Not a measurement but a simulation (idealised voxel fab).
The document below concerns the process module designated voxel wiring stack.
It is cross-section cut that appears here, measuring 235 nm in width, its square cells being 5 nm in size.
Cross-section = grid of square cells, listed top down in bands; band = one or more rows.
This entry defines a band. It first specifies the height of the band's top and the height of its bottom in nm, and then specifies the band's materials from left to right, stating each material with its width in nm. The word "full width" identifies a single material that fills the band from edge to edge, while the word "empty" identifies empty space.
Heights are expressed relative to 0, this being the level below which the as-received wafer comprises one material exclusively. The lowest band is unbounded in the downward direction and is denoted as in "0 -> down".
Quick explanation for "30 to 40": the width changes in equal steps down the rows of cells, from the first number in the band's top row to the second number in its bottom row.
Given "nothing altered" for a step, no cell of the cross-section differs between before and after that step.
So "Voids, sealed" is basically the list of trapped voids: any empty space of 8 cells or more that can't reach the top through an opening. They're written width x height at distance, the distance being from the left edge, and it's all nm.
On each step's line, the part that comes after the settings is the simulator's own comment on the step.
overlay nm: step with mask; distance mask lay right of planned place; negative value = left of planned place.

# So here's the lineup of process steps we planned
step 1: RECEIVE (material Si)
step 2: CONFORMAL_DEP (material SiO2; thk nm 10)
step 3: CONFORMAL_DEP (material SiCN; thk nm 5)
step 4: DIRECTIONAL_DEP (material SiO2; thk nm 25)
step 5: MASKED_ETCH (tone open; mask id METAL_1; width nm 25; pitch nm 45; etch materials SiO2; depth nm 25; overlay nm 0)
step 6: MASKED_ETCH (tone open; mask id METAL_1; width nm 25; pitch nm 45; etch materials SiCN; depth nm 5; overlay nm 0)
step 7: CONFORMAL_DEP (material TiN; thk nm 5)
step 8: FILL_DEP (material Cu; thk nm 10)
step 9: CMP (height nm 40)
step 10: CONFORMAL_DEP (material SiCN; thk nm 5)
step 11: DIRECTIONAL_DEP (material lowk; thk nm 30)
step 12: DIRECTIONAL_DEP (material aC; thk nm 10)
step 13: PATTERN (tone open; mask id METAL_2_HOLES; material resist; width nm 15; pitch nm 90; thk nm 30; overlay nm 0)
step 14: DIRECTIONAL_ETCH (etch materials aC; depth nm 10)
step 15: STRIP (etch materials resist)
step 16: DIRECTIONAL_ETCH (etch materials lowk; depth nm 30)
step 17: STRIP (etch materials aC)
step 18: MASKED_ETCH (tone open; mask id METAL_2; width nm 25; pitch nm 45; etch materials lowk; depth nm 20; overlay nm 0)
step 19: MASKED_ETCH (tone open; mask id METAL_2; width nm 25; pitch nm 45; etch materials SiCN; depth nm 5; overlay nm 0)
step 20: CONFORMAL_DEP (material TiN; thk nm 5)
step 21: FILL_DEP (material Cu; thk nm 5)
step 22: CMP (height nm 75)
step 23: CONFORMAL_DEP (material SiCN; thk nm 5)
step 24: DIRECTIONAL_DEP (material lowk; thk nm 20)
step 25: MASKED_ETCH (tone open; mask id PLUG_2; width nm 15; pitch nm 90; etch materials lowk; depth nm 20; overlay nm 0)
step 26: MASKED_ETCH (tone open; mask id PLUG_2; width nm 15; pitch nm 90; etch materials SiCN; depth nm 5; overlay nm 0)
step 27: EPI (material Ru; thk nm 10)
step 28: EPI (material Ru; thk nm 10)
step 29: EPI (material Ru; thk nm 5)
step 30: CONFORMAL_DEP (material SiN; thk nm 5)
step 31: DIRECTIONAL_DEP (material lowk; thk nm 15)
step 32: PATTERN (tone open; mask id METAL_3; material resist; width nm 25; pitch nm 45; thk nm 20; overlay nm 0)
step 33: DIRECTIONAL_ETCH (etch materials lowk; depth nm 15)
step 34: DIRECTIONAL_ETCH (etch materials SiN; depth nm 5)
step 35: STRIP (etch materials resist)
step 36: CONFORMAL_DEP (material TiN; thk nm 5)
step 37: FILL_DEP (material Cu; thk nm 10)
step 38: CMP (height nm 120)
step 39: EPI (material Ru; thk nm 5)
step 40: FILL_DEP (material SiCN; thk nm 5)
step 41: DIRECTIONAL_DEP (material SiO2; thk nm 10)
step 42: PATTERN (tone open; mask id PLUG_3; material resist; width nm 15; pitch nm 45; thk nm 15; overlay nm 0)
step 43: DIRECTIONAL_ETCH (etch materials SiO2; depth nm 10)
step 44: DIRECTIONAL_ETCH (etch materials SiCN; depth nm 5)
step 45: STRIP (etch materials resist)
step 46: EPI (material Ru; thk nm 10)
step 47: EPI (material Ru; thk nm 5)
step 48: CONFORMAL_DEP (material SiCN; thk nm 5)
step 49: DIRECTIONAL_DEP (material SiO2; thk nm 20)
step 50: PATTERN (tone open; mask id METAL_4; material resist; width nm 25; pitch nm 45; thk nm 15; overlay nm 0)
step 51: DIRECTIONAL_ETCH (etch materials SiO2; depth nm 20)
step 52: DIRECTIONAL_ETCH (etch materials SiCN; depth nm 5)
step 53: STRIP (etch materials resist)
step 54: CONFORMAL_DEP (material TiN; thk nm 5)
step 55: FILL_DEP (material W; thk nm 10)
step 56: CMP (height nm 165)
step 57: CONFORMAL_DEP (material SiCN; thk nm 5)

# The first wafer of two, processed as planned

# As-received state of the wafer in cross-section, equivalent to post-step 1
> 0 -> down: Si full width
> Voids, sealed: none

# after step 2
> 10 -> 0: SiO2 full width
> Under 0: no change, same as before.

# after step 3
> 15 -> 10: SiCN full width
> Under 10: no change, same as before.

# after step 4
> 40 -> 15: SiO2 full width
> Under 15: no change, same as before.

# after step 5
> 40 -> 15: SiO2 (60), empty (25), SiO2 (20), empty (25), SiO2 (20), empty (25), SiO2 (60)
> Under 15: no change, same as before.

# after step 6
> 40 -> 15: SiO2 (60), empty (25), SiO2 (20), empty (25), SiO2 (20), empty (25), SiO2 (60)
> 15 -> 10: SiCN (60), empty (25), SiCN (20), empty (25), SiCN (20), empty (25), SiCN (60)
> Under 10: no change, same as before.

# after step 7
> 45 -> 40: TiN (65), empty (15), TiN (30), empty (15), TiN (30), empty (15), TiN (65)
> 40 -> 15: SiO2 (60), TiN (5), empty (15), TiN (5), SiO2 (20), TiN (5), empty (15), TiN (5), SiO2 (20), TiN (5), empty (15), TiN (5), SiO2 (60)
> 15 -> 10: SiCN (60), TiN (25), SiCN (20), TiN (25), SiCN (20), TiN (25), SiCN (60)
> Under 10: no change, same as before.

# after step 8
> 55 -> 45: Cu full width
> 45 -> 40: TiN (65), Cu (15), TiN (30), Cu (15), TiN (30), Cu (15), TiN (65)
> 40 -> 15: SiO2 (60), TiN (5), Cu (15), TiN (5), SiO2 (20), TiN (5), Cu (15), TiN (5), SiO2 (20), TiN (5), Cu (15), TiN (5), SiO2 (60)
> Under 15: no change, same as before.

# after step 9
> 40 -> 15: SiO2 (60), TiN (5), Cu (15), TiN (5), SiO2 (20), TiN (5), Cu (15), TiN (5), SiO2 (20), TiN (5), Cu (15), TiN (5), SiO2 (60)
> Under 15: no change, same as before.

# after step 10
> 45 -> 40: SiCN full width
> Under 40: no change, same as before.

# after step 11
> 75 -> 45: lowk full width
> Under 45: no change, same as before.

# after step 12
> 85 -> 75: aC full width
> Under 75: no change, same as before.

# after step 13
> 115 -> 85: resist (60), empty (15), resist (75), empty (15), resist (70)
> Under 85: no change, same as before.

# after step 14
> 105 -> 85: resist (60), empty (15), resist (75), empty (15), resist (70)
> 85 -> 75: aC (60), empty (15), aC (75), empty (15), aC (70)
> Under 75: no change, same as before.

# after step 15
> 85 -> 75: aC (60), empty (15), aC (75), empty (15), aC (70)
> Under 75: no change, same as before.

# after step 16
> 85 -> 75: aC (60), empty (15), aC (75), empty (15), aC (70)
> 75 -> 45: lowk (60), empty (15), lowk (75), empty (15), lowk (70)
> Under 45: no change, same as before.

# after step 17
> 75 -> 45: lowk (60), empty (15), lowk (75), empty (15), lowk (70)
> Under 45: no change, same as before.

# after step 18
> 75 -> 55: lowk (60), empty (25), lowk (20), empty (25), lowk (20), empty (25), lowk (60)
> Under 55: no change, same as before.

# after step 19
> 75 -> 55: lowk (60), empty (25), lowk (20), empty (25), lowk (20), empty (25), lowk (60)
> 55 -> 45: lowk (60), empty (15), lowk (75), empty (15), lowk (70)
> 45 -> 40: SiCN (60), empty (15), SiCN (75), empty (15), SiCN (70)
> Under 40: no change, same as before.

# after step 20
> 80 -> 75: TiN (65), empty (15), TiN (30), empty (15), TiN (30), empty (15), TiN (65)
> 75 -> 60: lowk (60), TiN (5), empty (15), TiN (5), lowk (20), TiN (5), empty (15), TiN (5), lowk (20), TiN (5), empty (15), TiN (5), lowk (60)
> 60 -> 55: lowk (60), TiN (5), empty (5), TiN (15), lowk (20), TiN (25), lowk (20), TiN (5), empty (5), TiN (15), lowk (60)
> 55 -> 45: lowk (60), TiN (5), empty (5), TiN (5), lowk (75), TiN (5), empty (5), TiN (5), lowk (70)
> 45 -> 40: SiCN (60), TiN (15), SiCN (75), TiN (15), SiCN (70)
> Under 40: no change, same as before.

# after step 21
> 85 -> 80: Cu full width
> 80 -> 75: TiN (65), Cu (15), TiN (30), Cu (15), TiN (30), Cu (15), TiN (65)
> 75 -> 60: lowk (60), TiN (5), Cu (15), TiN (5), lowk (20), TiN (5), Cu (15), TiN (5), lowk (20), TiN (5), Cu (15), TiN (5), lowk (60)
> 60 -> 55: lowk (60), TiN (5), Cu (5), TiN (15), lowk (20), TiN (25), lowk (20), TiN (5), Cu (5), TiN (15), lowk (60)
> 55 -> 45: lowk (60), TiN (5), Cu (5), TiN (5), lowk (75), TiN (5), Cu (5), TiN (5), lowk (70)
> Under 45: no change, same as before.

# after step 22
> 75 -> 60: lowk (60), TiN (5), Cu (15), TiN (5), lowk (20), TiN (5), Cu (15), TiN (5), lowk (20), TiN (5), Cu (15), TiN (5), lowk (60)
> Under 60: no change, same as before.

# after step 23
> 80 -> 75: SiCN full width
> Under 75: no change, same as before.

# after step 24
> 100 -> 80: lowk full width
> Under 80: no change, same as before.

# after step 25
> 100 -> 80: lowk (60), empty (15), lowk (75), empty (15), lowk (70)
> Under 80: no change, same as before.

# after step 26
> 100 -> 80: lowk (60), empty (15), lowk (75), empty (15), lowk (70)
> 80 -> 75: SiCN (60), empty (15), SiCN (75), empty (15), SiCN (70)
> Under 75: no change, same as before.

# after step 27
> 100 -> 85: lowk (60), empty (15), lowk (75), empty (15), lowk (70)
> 85 -> 80: lowk (60), Ru (15), lowk (75), Ru (15), lowk (70)
> 80 -> 75: SiCN (60), Ru (15), SiCN (75), Ru (15), SiCN (70)
> Under 75: no change, same as before.

# after step 28
> 100 -> 95: lowk (60), empty (15), lowk (75), empty (15), lowk (70)
> 95 -> 80: lowk (60), Ru (15), lowk (75), Ru (15), lowk (70)
> Under 80: no change, same as before.

# after step 29
> 100 -> 80: lowk (60), Ru (15), lowk (75), Ru (15), lowk (70)
> Under 80: no change, same as before.

# after step 30
> 105 -> 100: SiN full width
> Under 100: no change, same as before.

# after step 31
> 120 -> 105: lowk full width
> Under 105: no change, same as before.

# after step 32
> 140 -> 120: resist (60), empty (25), resist (20), empty (25), resist (20), empty (25), resist (60)
> Under 120: no change, same as before.

# after step 33
> 140 -> 120: resist (60), empty (25), resist (20), empty (25), resist (20), empty (25), resist (60)
> 120 -> 105: lowk (60), empty (25), lowk (20), empty (25), lowk (20), empty (25), lowk (60)
> Under 105: no change, same as before.

# after step 34
> 140 -> 120: resist (60), empty (25), resist (20), empty (25), resist (20), empty (25), resist (60)
> 120 -> 105: lowk (60), empty (25), lowk (20), empty (25), lowk (20), empty (25), lowk (60)
> 105 -> 100: SiN (60), empty (25), SiN (20), empty (25), SiN (20), empty (25), SiN (60)
> Under 100: no change, same as before.

# after step 35
> 120 -> 105: lowk (60), empty (25), lowk (20), empty (25), lowk (20), empty (25), lowk (60)
> Under 105: no change, same as before.

# after step 36
> 125 -> 120: TiN (65), empty (15), TiN (30), empty (15), TiN (30), empty (15), TiN (65)
> 120 -> 105: lowk (60), TiN (5), empty (15), TiN (5), lowk (20), TiN (5), empty (15), TiN (5), lowk (20), TiN (5), empty (15), TiN (5), lowk (60)
> 105 -> 100: SiN (60), TiN (25), SiN (20), TiN (25), SiN (20), TiN (25), SiN (60)
> Under 100: no change, same as before.

# after step 37
> 135 -> 125: Cu full width
> 125 -> 120: TiN (65), Cu (15), TiN (30), Cu (15), TiN (30), Cu (15), TiN (65)
> 120 -> 105: lowk (60), TiN (5), Cu (15), TiN (5), lowk (20), TiN (5), Cu (15), TiN (5), lowk (20), TiN (5), Cu (15), TiN (5), lowk (60)
> Under 105: no change, same as before.

# after step 38
> 120 -> 105: lowk (60), TiN (5), Cu (15), TiN (5), lowk (20), TiN (5), Cu (15), TiN (5), lowk (20), TiN (5), Cu (15), TiN (5), lowk (60)
> Under 105: no change, same as before.

# after step 39
> 125 -> 120: empty (55), Ru (35), empty (10), Ru (35), empty (10), Ru (35), empty (55)
> Under 120: no change, same as before.

# after step 40
> 130 -> 125: SiCN full width
> 125 -> 120: SiCN (55), Ru (35), SiCN (10), Ru (35), SiCN (10), Ru (35), SiCN (55)
> Under 120: no change, same as before.

# after step 41
> 140 -> 130: SiO2 full width
> Under 130: no change, same as before.

# after step 42
> 155 -> 140: resist (60), empty (15), resist (30), empty (15), resist (30), empty (15), resist (70)
> Under 140: no change, same as before.

# after step 43
> 155 -> 140: resist (60), empty (15), resist (30), empty (15), resist (30), empty (15), resist (70)
> 140 -> 130: SiO2 (60), empty (15), SiO2 (30), empty (15), SiO2 (30), empty (15), SiO2 (70)
> Under 130: no change, same as before.

# after step 44
> 155 -> 140: resist (60), empty (15), resist (30), empty (15), resist (30), empty (15), resist (70)
> 140 -> 130: SiO2 (60), empty (15), SiO2 (30), empty (15), SiO2 (30), empty (15), SiO2 (70)
> 130 -> 125: SiCN (60), empty (15), SiCN (30), empty (15), SiCN (30), empty (15), SiCN (70)
> Under 125: no change, same as before.

# after step 45
> 140 -> 130: SiO2 (60), empty (15), SiO2 (30), empty (15), SiO2 (30), empty (15), SiO2 (70)
> Under 130: no change, same as before.

# after step 46
> 140 -> 135: SiO2 (60), empty (15), SiO2 (30), empty (15), SiO2 (30), empty (15), SiO2 (70)
> 135 -> 130: SiO2 (60), Ru (15), SiO2 (30), Ru (15), SiO2 (30), Ru (15), SiO2 (70)
> 130 -> 120: SiCN (60 to 55), Ru (15 to 35), SiCN (30 to 10), Ru (15 to 35), SiCN (30 to 10), Ru (15 to 35), SiCN (70 to 55)
> Under 120: no change, same as before.

# after step 47
> 140 -> 130: SiO2 (60), Ru (15), SiO2 (30), Ru (15), SiO2 (30), Ru (15), SiO2 (70)
> Under 130: no change, same as before.

# after step 48
> 145 -> 140: SiCN full width
> Under 140: no change, same as before.

# after step 49
> 165 -> 145: SiO2 full width
> Under 145: no change, same as before.

# after step 50
> 180 -> 165: resist (60), empty (25), resist (20), empty (25), resist (20), empty (25), resist (60)
> Under 165: no change, same as before.

# after step 51
> 180 -> 165: resist (60), empty (25), resist (20), empty (25), resist (20), empty (25), resist (60)
> 165 -> 145: SiO2 (60), empty (25), SiO2 (20), empty (25), SiO2 (20), empty (25), SiO2 (60)
> Under 145: no change, same as before.

# after step 52
> 180 -> 165: resist (60), empty (25), resist (20), empty (25), resist (20), empty (25), resist (60)
> 165 -> 145: SiO2 (60), empty (25), SiO2 (20), empty (25), SiO2 (20), empty (25), SiO2 (60)
> 145 -> 140: SiCN (60), empty (25), SiCN (20), empty (25), SiCN (20), empty (25), SiCN (60)
> Under 140: no change, same as before.

# after step 53
> 165 -> 145: SiO2 (60), empty (25), SiO2 (20), empty (25), SiO2 (20), empty (25), SiO2 (60)
> Under 145: no change, same as before.

# after step 54
> 170 -> 165: TiN (65), empty (15), TiN (30), empty (15), TiN (30), empty (15), TiN (65)
> 165 -> 145: SiO2 (60), TiN (5), empty (15), TiN (5), SiO2 (20), TiN (5), empty (15), TiN (5), SiO2 (20), TiN (5), empty (15), TiN (5), SiO2 (60)
> 145 -> 140: SiCN (60), TiN (25), SiCN (20), TiN (25), SiCN (20), TiN (25), SiCN (60)
> Under 140: no change, same as before.

# after step 55
> 180 -> 170: W full width
> 170 -> 165: TiN (65), W (15), TiN (30), W (15), TiN (30), W (15), TiN (65)
> 165 -> 145: SiO2 (60), TiN (5), W (15), TiN (5), SiO2 (20), TiN (5), W (15), TiN (5), SiO2 (20), TiN (5), W (15), TiN (5), SiO2 (60)
> Under 145: no change, same as before.

# after step 56
> 165 -> 145: SiO2 (60), TiN (5), W (15), TiN (5), SiO2 (20), TiN (5), W (15), TiN (5), SiO2 (20), TiN (5), W (15), TiN (5), SiO2 (60)
> Under 145: no change, same as before.

# after step 57
> 170 -> 165: SiCN full width
> Under 165: no change, same as before.

# Wafer two: like wafer one in start and plan, but with one mistake in execution; identical up to and including step 26

# Second wafer shown in cross-section at the time step 28 was slated to end
> 105 -> 100: empty (55), Ru (25), empty (65), Ru (25), empty (65)
> 100 -> 80: lowk (60), Ru (15), lowk (75), Ru (15), lowk (70)
> 80 -> 75: SiCN (60), Ru (15), SiCN (75), Ru (15), SiCN (70)
> Under 75: no change, same as before.

# Second wafer shown in cross-section at the time step 29 was slated to end
> 110 -> 100: empty (50), Ru (35), empty (55), Ru (35), empty (60)
> Under 100: no change, same as before.

# Second wafer shown in cross-section at the time step 30 was slated to end
> 115 -> 110: empty (45), SiN (45), empty (45), SiN (45), empty (55)
> 110 -> 105: empty (45), SiN (5), Ru (35), SiN (5), empty (45), SiN (5), Ru (35), SiN (5), empty (55)
> 105 -> 100: SiN (50), Ru (35), SiN (55), Ru (35), SiN (60)
> Under 100: no change, same as before.

# Second wafer shown in cross-section at the time step 31 was slated to end
> 130 -> 120: empty (45), lowk (45), empty (45), lowk (45), empty (55)
> 120 -> 115: lowk full width
> 115 -> 110: lowk (45), SiN (45), lowk (45), SiN (45), lowk (55)
> 110 -> 105: lowk (45), SiN (5), Ru (35), SiN (5), lowk (45), SiN (5), Ru (35), SiN (5), lowk (55)
> Under 105: no change, same as before.

# Second wafer shown in cross-section at the time step 32 was slated to end
> 150 -> 130: resist (60), empty (25), resist (20), empty (25), resist (20), empty (25), resist (60)
> 130 -> 120: resist (45), lowk (45), resist (15), empty (25), resist (5), lowk (45), resist (55)
> Under 120: no change, same as before.

# Second wafer shown in cross-section at the time step 33 was slated to end
> 150 -> 130: resist (60), empty (25), resist (20), empty (25), resist (20), empty (25), resist (60)
> 130 -> 120: resist (45), lowk (15), empty (25), lowk (5), resist (15), empty (25), resist (5), lowk (15), empty (25), lowk (5), resist (55)
> 120 -> 115: lowk (60), empty (25), lowk (20), empty (25), lowk (20), empty (25), lowk (60)
> 115 -> 110: lowk (45), SiN (45), lowk (15), empty (25), lowk (5), SiN (45), lowk (55)
> 110 -> 105: lowk (45), SiN (5), Ru (35), SiN (5), lowk (15), empty (25), lowk (5), SiN (5), Ru (35), SiN (5), lowk (55)
> Under 105: no change, same as before.

# Second wafer shown in cross-section at the time step 34 was slated to end
> 150 -> 130: resist (60), empty (25), resist (20), empty (25), resist (20), empty (25), resist (60)
> 130 -> 120: resist (45), lowk (15), empty (25), lowk (5), resist (15), empty (25), resist (5), lowk (15), empty (25), lowk (5), resist (55)
> 120 -> 115: lowk (60), empty (25), lowk (20), empty (25), lowk (20), empty (25), lowk (60)
> 115 -> 110: lowk (45), SiN (15), empty (25), SiN (5), lowk (15), empty (25), lowk (5), SiN (15), empty (25), SiN (5), lowk (55)
> 110 -> 105: lowk (45), SiN (5), Ru (35), SiN (5), lowk (15), empty (25), lowk (5), SiN (5), Ru (35), SiN (5), lowk (55)
> 105 -> 100: SiN (50), Ru (35), SiN (20), empty (25), SiN (10), Ru (35), SiN (60)
> Under 100: no change, same as before.

# Second wafer shown in cross-section at the time step 35 was slated to end
> 130 -> 120: empty (45), lowk (15), empty (25), lowk (5), empty (45), lowk (15), empty (25), lowk (5), empty (55)
> Under 120: no change, same as before.

# Second wafer shown in cross-section at the time step 36 was slated to end
> 135 -> 130: empty (40), TiN (25), empty (15), TiN (15), empty (35), TiN (25), empty (15), TiN (15), empty (50)
> 130 -> 125: empty (40), TiN (5), lowk (15), TiN (5), empty (15), TiN (5), lowk (5), TiN (5), empty (35), TiN (5), lowk (15), TiN (5), empty (15), TiN (5), lowk (5), TiN (5), empty (50)
> 125 -> 120: TiN (45), lowk (15), TiN (5), empty (15), TiN (5), lowk (5), TiN (20), empty (15), TiN (10), lowk (15), TiN (5), empty (15), TiN (5), lowk (5), TiN (55)
> 120 -> 115: lowk (60), TiN (5), empty (15), TiN (5), lowk (20), TiN (5), empty (15), TiN (5), lowk (20), TiN (5), empty (15), TiN (5), lowk (60)
> 115 -> 110: lowk (45), SiN (15), TiN (25), SiN (5), lowk (15), TiN (5), empty (15), TiN (5), lowk (5), SiN (15), TiN (25), SiN (5), lowk (55)
> 110 -> 105: lowk (45), SiN (5), Ru (35), SiN (5), lowk (15), TiN (5), empty (15), TiN (5), lowk (5), SiN (5), Ru (35), SiN (5), lowk (55)
> 105 -> 100: SiN (50), Ru (35), SiN (20), TiN (25), SiN (10), Ru (35), SiN (60)
> Under 100: no change, same as before.

# Second wafer shown in cross-section at the time step 37 was slated to end
> 145 -> 135: Cu full width
> 135 -> 130: Cu (40), TiN (25), Cu (15), TiN (15), Cu (35), TiN (25), Cu (15), TiN (15), Cu (50)
> 130 -> 125: Cu (40), TiN (5), lowk (15), TiN (5), Cu (15), TiN (5), lowk (5), TiN (5), Cu (35), TiN (5), lowk (15), TiN (5), Cu (15), TiN (5), lowk (5), TiN (5), Cu (50)
> 125 -> 120: TiN (45), lowk (15), TiN (5), Cu (15), TiN (5), lowk (5), TiN (20), Cu (15), TiN (10), lowk (15), TiN (5), Cu (15), TiN (5), lowk (5), TiN (55)
> 120 -> 115: lowk (60), TiN (5), Cu (15), TiN (5), lowk (20), TiN (5), Cu (15), TiN (5), lowk (20), TiN (5), Cu (15), TiN (5), lowk (60)
> 115 -> 110: lowk (45), SiN (15), TiN (25), SiN (5), lowk (15), TiN (5), Cu (15), TiN (5), lowk (5), SiN (15), TiN (25), SiN (5), lowk (55)
> 110 -> 105: lowk (45), SiN (5), Ru (35), SiN (5), lowk (15), TiN (5), Cu (15), TiN (5), lowk (5), SiN (5), Ru (35), SiN (5), lowk (55)
> Under 105: no change, same as before.

# Second wafer shown in cross-section at the time step 38 was slated to end
> 120 -> 115: lowk (60), TiN (5), Cu (15), TiN (5), lowk (20), TiN (5), Cu (15), TiN (5), lowk (20), TiN (5), Cu (15), TiN (5), lowk (60)
> Under 115: no change, same as before.

# Second wafer shown in cross-section at the time step 39 was slated to end
> 125 -> 120: empty (55), Ru (35), empty (10), Ru (35), empty (10), Ru (35), empty (55)
> Under 120: no change, same as before.

# Second wafer shown in cross-section at the time step 40 was slated to end
> 130 -> 125: SiCN full width
> 125 -> 120: SiCN (55), Ru (35), SiCN (10), Ru (35), SiCN (10), Ru (35), SiCN (55)
> Under 120: no change, same as before.

# Second wafer shown in cross-section at the time step 41 was slated to end
> 140 -> 130: SiO2 full width
> Under 130: no change, same as before.

# Second wafer shown in cross-section at the time step 42 was slated to end
> 155 -> 140: resist (60), empty (15), resist (30), empty (15), resist (30), empty (15), resist (70)
> Under 140: no change, same as before.

# Second wafer shown in cross-section at the time step 43 was slated to end
> 155 -> 140: resist (60), empty (15), resist (30), empty (15), resist (30), empty (15), resist (70)
> 140 -> 130: SiO2 (60), empty (15), SiO2 (30), empty (15), SiO2 (30), empty (15), SiO2 (70)
> Under 130: no change, same as before.

# Second wafer shown in cross-section at the time step 44 was slated to end
> 155 -> 140: resist (60), empty (15), resist (30), empty (15), resist (30), empty (15), resist (70)
> 140 -> 130: SiO2 (60), empty (15), SiO2 (30), empty (15), SiO2 (30), empty (15), SiO2 (70)
> 130 -> 125: SiCN (60), empty (15), SiCN (30), empty (15), SiCN (30), empty (15), SiCN (70)
> Under 125: no change, same as before.

# Second wafer shown in cross-section at the time step 45 was slated to end
> 140 -> 130: SiO2 (60), empty (15), SiO2 (30), empty (15), SiO2 (30), empty (15), SiO2 (70)
> Under 130: no change, same as before.

# Second wafer shown in cross-section at the time step 46 was slated to end
> 140 -> 135: SiO2 (60), empty (15), SiO2 (30), empty (15), SiO2 (30), empty (15), SiO2 (70)
> 135 -> 130: SiO2 (60), Ru (15), SiO2 (30), Ru (15), SiO2 (30), Ru (15), SiO2 (70)
> 130 -> 120: SiCN (60 to 55), Ru (15 to 35), SiCN (30 to 10), Ru (15 to 35), SiCN (30 to 10), Ru (15 to 35), SiCN (70 to 55)
> Under 120: no change, same as before.

# Second wafer shown in cross-section at the time step 47 was slated to end
> 140 -> 130: SiO2 (60), Ru (15), SiO2 (30), Ru (15), SiO2 (30), Ru (15), SiO2 (70)
> Under 130: no change, same as before.

# Second wafer shown in cross-section at the time step 48 was slated to end
> 145 -> 140: SiCN full width
> Under 140: no change, same as before.

# Second wafer shown in cross-section at the time step 49 was slated to end
> 165 -> 145: SiO2 full width
> Under 145: no change, same as before.

# Second wafer shown in cross-section at the time step 50 was slated to end
> 180 -> 165: resist (60), empty (25), resist (20), empty (25), resist (20), empty (25), resist (60)
> Under 165: no change, same as before.

# Second wafer shown in cross-section at the time step 51 was slated to end
> 180 -> 165: resist (60), empty (25), resist (20), empty (25), resist (20), empty (25), resist (60)
> 165 -> 145: SiO2 (60), empty (25), SiO2 (20), empty (25), SiO2 (20), empty (25), SiO2 (60)
> Under 145: no change, same as before.

# Second wafer shown in cross-section at the time step 52 was slated to end
> 180 -> 165: resist (60), empty (25), resist (20), empty (25), resist (20), empty (25), resist (60)
> 165 -> 145: SiO2 (60), empty (25), SiO2 (20), empty (25), SiO2 (20), empty (25), SiO2 (60)
> 145 -> 140: SiCN (60), empty (25), SiCN (20), empty (25), SiCN (20), empty (25), SiCN (60)
> Under 140: no change, same as before.

# Second wafer shown in cross-section at the time step 53 was slated to end
> 165 -> 145: SiO2 (60), empty (25), SiO2 (20), empty (25), SiO2 (20), empty (25), SiO2 (60)
> Under 145: no change, same as before.

# Second wafer shown in cross-section at the time step 54 was slated to end
> 170 -> 165: TiN (65), empty (15), TiN (30), empty (15), TiN (30), empty (15), TiN (65)
> 165 -> 145: SiO2 (60), TiN (5), empty (15), TiN (5), SiO2 (20), TiN (5), empty (15), TiN (5), SiO2 (20), TiN (5), empty (15), TiN (5), SiO2 (60)
> 145 -> 140: SiCN (60), TiN (25), SiCN (20), TiN (25), SiCN (20), TiN (25), SiCN (60)
> Under 140: no change, same as before.

# Second wafer shown in cross-section at the time step 55 was slated to end
> 180 -> 170: W full width
> 170 -> 165: TiN (65), W (15), TiN (30), W (15), TiN (30), W (15), TiN (65)
> 165 -> 145: SiO2 (60), TiN (5), W (15), TiN (5), SiO2 (20), TiN (5), W (15), TiN (5), SiO2 (20), TiN (5), W (15), TiN (5), SiO2 (60)
> Under 145: no change, same as before.

# Second wafer shown in cross-section at the time step 56 was slated to end
> 165 -> 145: SiO2 (60), TiN (5), W (15), TiN (5), SiO2 (20), TiN (5), W (15), TiN (5), SiO2 (20), TiN (5), W (15), TiN (5), SiO2 (60)
> Under 145: no change, same as before.

# Second wafer shown in cross-section at the time step 57 was slated to end
> 170 -> 165: SiCN full width
> Under 165: no change, same as before.
Deviation from plan: one of 27 and 28 got run twice; they're all identical, so no saying which
Count the cells at the end and the second wafer has more or fewer of some materials than the first: 12 fewer of Cu; 28 more of Ru; 8 more of SiN; 8 fewer of TiN; 16 fewer of lowk
